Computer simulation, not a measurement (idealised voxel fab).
The name of this process module is voxel plated lines.
The cross-section shown here is cut; it is 255 nm wide and divided into square cells measuring 5 nm on a side.
A cross-section is a grid of square cells, given in bands from the top down. A band is one or more rows of cells. For a band, the entry starts with two heights in nm, that of the top and then that of the bottom, and carries on with the band's materials in order from left to right, each alongside its width in nm; the word "all across" beside a single material means it fills the band edge to edge, and "empty" means empty space. For the purposes of this specification, 0 denotes the height below which the wafer in its as-received condition is composed wholly of one material, and the lowermost band, lacking a lower limit, extends downward without end, as expressed in "from 0 down". Read "30..40" as a graded width: first number on top, second number at the bottom, same change between each pair of neighbouring rows. When a step is marked "remains unaltered", none of the cells in the cross-section changed during that step. Entry "Entrapped void list". Content: empty spaces with no open connection to the top, size 8 cells or greater. Each: width x height at distance. Distance: from left edge. Unit: nm. Formally, on a step line, whatever follows the settings is a remark that the simulator itself makes on the step. overlay nm, on a step with a mask: how far to the right of its planned place the mask lay; to the left if negative.
## The following list gives the planned process steps
1) RECEIVE (material Si)
2) CONFORMAL_DEP (material SiO2; thk nm 15)
3) DIRECTIONAL_DEP (material TiN; thk nm 5)
4) PATTERN (tone open; mask id LINES; material resist; width nm 20; pitch nm 40; thk nm 40; overlay nm 0)
5) EPI (material Ru; thk nm 10)
6) EPI (material Ru; thk nm 5)
7) EPI (material Ru; thk nm 5)
8) STRIP (etch materials resist)
9) DIRECTIONAL_ETCH (etch materials TiN; depth nm 5)
10) CONFORMAL_DEP (material SiCN; thk nm 10)
## Shown in cross-section is the wafer as received, that is, as it stands after step 1
	from 0 down | Si all across
	Entrapped void list: none
## Cross-sectional result after module completion. Note: starting condition and plan are unchanged from above; one processing mistake was made
	from 50 to 40 | empty: 70; SiCN: 120; empty: 65
	from 40 to 25 | empty: 70; SiCN: 10; Ru: 20; SiCN: 20; Ru: 20; SiCN: 20; Ru: 20; SiCN: 10; empty: 65
	from 25 to 20 | SiCN: 80; Ru: 20; SiCN: 20; Ru: 20; SiCN: 20; Ru: 20; SiCN: 75
	from 20 to 15 | SiCN: 80; TiN: 20; SiCN: 20; TiN: 20; SiCN: 20; TiN: 20; SiCN: 75
	from 15 to 0 | SiO2 all across
	from 0 down | Si all across
	Entrapped void list: none
The mistake made against the process plan was this: step 4 went in with a setting other than planned; the actual run was PATTERN (tone open; mask id LINES; material resist; width nm 20; pitch nm 40; thk nm 40; overlay nm 5)
